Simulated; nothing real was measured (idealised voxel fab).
process module | voxel gate over fins
cross-section cut | 235 nm wide | cells 5 nm
A cross-section is a grid of square cells, given in bands from the top down. A band is one or more rows of cells.
Each band's line starts with the height of the band's top and of its bottom, in nm. Then come its materials from left to right, each with its width in nm. One material with "throughout" fills the band from edge to edge. "air" is empty space.
Height 0 is the level under which the wafer as received is all one material. The lowest band goes on downwards, as in "0 down".
A width such as "30 to 40" changes by the same amount from each row of cells to the next, from the band's top row to its bottom row.
"no change" after a step means that no cell of the cross-section changed.
closed voids: empty space of 8 cells or more with no open way to the top, each as width x height at its distance from the left edge, in nm
after a step's settings: what the simulator itself notes on the step
overlay nm, on a step with a mask: how far to the right of its planned place the mask lay; to the left if negative
plan
1 op RECEIVE | material Si
2 op CONFORMAL_DEP | material SiN | thk nm 5
3 op PATTERN | tone cover | mask id FINS | material resist | width nm 15 | pitch nm 40 | thk nm 15 | overlay nm 0
4 op DIRECTIONAL_ETCH | etch materials SiN | depth nm 5
5 op DIRECTIONAL_ETCH | etch materials Si | depth nm 35
6 op STRIP | etch materials resist
7 op OXIDIZE | depth nm 5
8 op FILL_DEP | material SiO2 | thk nm 10
9 op CMP | height nm 5
10 op SELECTIVE_ETCH | etch materials SiO2 | depth nm 15
11 op STRIP | etch materials SiN
12 op CONFORMAL_DEP | material HfO2 | thk nm 5
13 op CONFORMAL_DEP | material TiN | thk nm 5
14 op CONFORMAL_DEP | material TiAl | thk nm 5
15 op CONFORMAL_DEP | material TiN | thk nm 5
16 op FILL_DEP | material W | thk nm 10
17 op CMP | height nm 25
18 op CONFORMAL_DEP | material SiCN | thk nm 5
as received, after step 1
  0 down: Si throughout
  closed voids: none
first wafer at the end, as planned
  30 to 25: SiCN throughout
  25 to 20: W throughout
  20 to 15: W 75 | TiN 85 | W 75
  15 to 10: W 75 | TiN 5 | TiAl 35 | TiN 5 | TiAl 35 | TiN 5 | W 75
  10 to 5: TiN 80 | TiAl 5 | TiN 25 | TiAl 5 | TiN 5 | TiAl 5 | TiN 25 | TiAl 5 | TiN 80
  5 to 0: TiAl 85 | TiN 5 | HfO2 15 | TiN 5 | TiAl 15 | TiN 5 | HfO2 15 | TiN 5 | TiAl 85
  0 to -5: TiN 90 | HfO2 5 | Si 5 | HfO2 5 | TiN 25 | HfO2 5 | Si 5 | HfO2 5 | TiN 90
  -5 to -10: HfO2 95 | Si 5 | HfO2 35 | Si 5 | HfO2 95
  -10 to -40: SiO2 95 | Si 5 | SiO2 35 | Si 5 | SiO2 95
  -40 down: Si throughout
  closed voids: none
second wafer at the end: like start, like plan, one mistake
  30 to 25: SiCN throughout
  25 to 20: W 65 | TiN 105 | W 65
  20 to 15: TiN throughout
  15 to 10: TiN 80 | TiAl 35 | TiN 5 | TiAl 35 | TiN 80
  10 to 5: TiN 80 | TiAl 5 | TiN 25 | TiAl 5 | TiN 5 | TiAl 5 | TiN 25 | TiAl 5 | TiN 80
  5 to 0: TiAl 85 | TiN 5 | HfO2 15 | TiN 5 | TiAl 15 | TiN 5 | HfO2 15 | TiN 5 | TiAl 85
  0 to -5: TiN 90 | HfO2 5 | Si 5 | HfO2 5 | TiN 25 | HfO2 5 | Si 5 | HfO2 5 | TiN 90
  -5 to -10: HfO2 95 | Si 5 | HfO2 35 | Si 5 | HfO2 95
  -10 to -40: SiO2 95 | Si 5 | SiO2 35 | Si 5 | SiO2 95
  -40 down: Si throughout
  closed voids: none
what went wrong: step 15 ran as: op CONFORMAL_DEP | material TiN | thk nm 15
at the end the second wafer has, in cells: 81 more of TiN | 81 fewer of W
